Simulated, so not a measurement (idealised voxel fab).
process module | voxel fin reveal
cross-section cut | 285 nm wide | cells 5 nm
A cross-section is a grid of square cells, given in bands from the top down. A band is one or more rows of cells.
Each band's line starts with the height of the band's top and of its bottom, in nm. Then come its materials from left to right, each with its width in nm. One material with "throughout" fills the band from edge to edge. "air" is empty space.
Height 0 is the level under which the wafer as received is all one material. The lowest band goes on downwards, as in "0 down".
A width such as "30 to 40" changes by the same amount from each row of cells to the next, from the band's top row to its bottom row.
"no change" after a step means that no cell of the cross-section changed.
closed voids: empty space of 8 cells or more with no open way to the top, each as width x height at its distance from the left edge, in nm
after a step's settings: what the simulator itself notes on the step
overlay nm, on a step with a mask: how far to the right of its planned place the mask lay; to the left if negative
plan
1 op RECEIVE | material Si
2 op CONFORMAL_DEP | material SiN | thk nm 10
3 op MASKED_ETCH | tone cover | mask id FINS | width nm 15 | pitch nm 35 | etch materials SiN | depth nm 10 | overlay nm 0
4 op MASKED_ETCH | tone cover | mask id FINS | width nm 15 | pitch nm 35 | etch materials Si | depth nm 30 | overlay nm 0
5 op OXIDIZE | depth nm 5
6 op FILL_DEP | material SiO2 | thk nm 15
7 op CMP | height nm 10
8 op SELECTIVE_ETCH | etch materials SiO2 | depth nm 30
9 op STRIP | etch materials SiN
first wafer, as planned
as received, after step 1
  0 down: Si throughout
  closed voids: none
after step 2
  10 to 0: SiN throughout
  below 0: unchanged
after step 3
  10 to 0: air 115 | SiN 15 | air 20 | SiN 15 | air 120
  below 0: unchanged
after step 4
  10 to 0: air 115 | SiN 15 | air 20 | SiN 15 | air 120
  0 to -30: air 115 | Si 15 | air 20 | Si 15 | air 120
  below -30: unchanged
after step 5
  10 to 0: air 115 | SiN 15 | air 20 | SiN 15 | air 120
  0 to -30: air 115 | SiO2 5 | Si 5 | SiO2 5 | air 20 | SiO2 5 | Si 5 | SiO2 5 | air 120
  -30 to -35: SiO2 120 | Si 5 | SiO2 30 | Si 5 | SiO2 125
  below -35: unchanged
after step 6
  25 to 10: SiO2 throughout
  10 to 0: SiO2 115 | SiN 15 | SiO2 20 | SiN 15 | SiO2 120
  0 to -35: SiO2 120 | Si 5 | SiO2 30 | Si 5 | SiO2 125
  below -35: unchanged
after step 7
  10 to 0: SiO2 115 | SiN 15 | SiO2 20 | SiN 15 | SiO2 120
  below 0: unchanged
after step 8
  10 to 0: air 115 | SiN 15 | air 20 | SiN 15 | air 120
  0 to -20: air 120 | Si 5 | air 30 | Si 5 | air 125
  below -20: unchanged
after step 9
  0 to -20: air 120 | Si 5 | air 30 | Si 5 | air 125
  below -20: unchanged
second wafer: like start, like plan, one mistake. Through step 2 it matches the first wafer
when step 3 should have ended
  10 to 0: SiN 115 | air 15 | SiN 20 | air 15 | SiN 120
  below 0: unchanged
when step 4 should have ended: no change
when step 5 should have ended
  10 to 0: SiN 115 | air 15 | SiN 20 | air 15 | SiN 120
  0 to -5: Si 110 | SiO2 25 | Si 10 | SiO2 25 | Si 115
  below -5: unchanged
when step 6 should have ended
  25 to 10: SiO2 throughout
  10 to 0: SiN 115 | SiO2 15 | SiN 20 | SiO2 15 | SiN 120
  below 0: unchanged
when step 7 should have ended
  10 to 0: SiN 115 | SiO2 15 | SiN 20 | SiO2 15 | SiN 120
  below 0: unchanged
when step 8 should have ended
  10 to 0: SiN 115 | air 15 | SiN 20 | air 15 | SiN 120
  0 to -5: Si 110 | air 25 | Si 10 | air 25 | Si 115
  below -5: unchanged
when step 9 should have ended
  0 to -5: Si 110 | air 25 | Si 10 | air 25 | Si 115
  below -5: unchanged
what went wrong: step 3 ran as: op MASKED_ETCH | tone open | mask id FINS | width nm 15 | pitch nm 35 | etch materials SiN | depth nm 10 | overlay nm 0
at the end the second wafer has, in cells: 375 more of Si | 165 fewer of SiO2
